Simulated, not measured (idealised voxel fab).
Process module name: voxel released beams
Pictured: cross-section cut, 220 nm wide, on a grid of 5 nm square cells.
Cross-sections here: square-cell grids, written as top-down lists of bands, a band being one or more rows of cells. Per band: top height and bottom height in nm, followed by the left-to-right materials and their widths in nm; "everywhere" marks a single material spanning edge to edge, "blank" marks empty space. Zero point of the height axis is 0; under it, received wafer = one material. Lowest band: continues down indefinitely, "from 0 down". A width given as "30..40" starts at the first number in the band's top row and ends at the second number in its bottom row, shifting by an equal amount at every step from row to row. For the purposes of this document, the phrase "left unchanged" attached to a step denotes that no cell within the cross-section was modified by that step. In "Sealed-off cavities" the enclosed voids are listed, meaning empty spaces of 8 cells or larger without any opening to the top. The form is width x height at distance, distance from the left edge, units nm. Step line, after settings: the simulator's comment on this step. The optional step-line setting "overlay nm" applies to steps with a mask and quantifies how far to the right of its planned location the mask lay, a negative value indicating leftward placement.
The following list gives the planned process steps:
1. RECEIVE, material Si
2. CONFORMAL_DEP, material SiN, thk nm 10
3. DIRECTIONAL_DEP, material SiO2, thk nm 15
4. MASKED_ETCH, tone open, mask id ANCHOR, width nm 45, etch materials SiO2, depth nm 15, overlay nm 0
5. CONFORMAL_DEP, material TiN, thk nm 15
6. PATTERN, tone cover, mask id BEAM, material resist, width nm 130, thk nm 20, overlay nm 0
7. DIRECTIONAL_ETCH, etch materials TiN, depth nm 15
8. STRIP, etch materials resist
9. STRIP, etch materials SiO2
So this is the incoming wafer in cross-section - it's already been through step 1:
from 0 down = Si everywhere
Sealed-off cavities: none
Same starting wafer, same plan as above, one mistake in the execution; this is the cross-section at the end of the module:
from 40 to 25 = blank 40 nm / TiN 130 nm / blank 50 nm
from 25 to 15 = SiN everywhere
from 15 to 0 = SiO2 everywhere
from 0 down = Si everywhere
Sealed-off cavities: none
Deviation from plan: deviation from plan: step 3 and step 2 executed in one another's positions
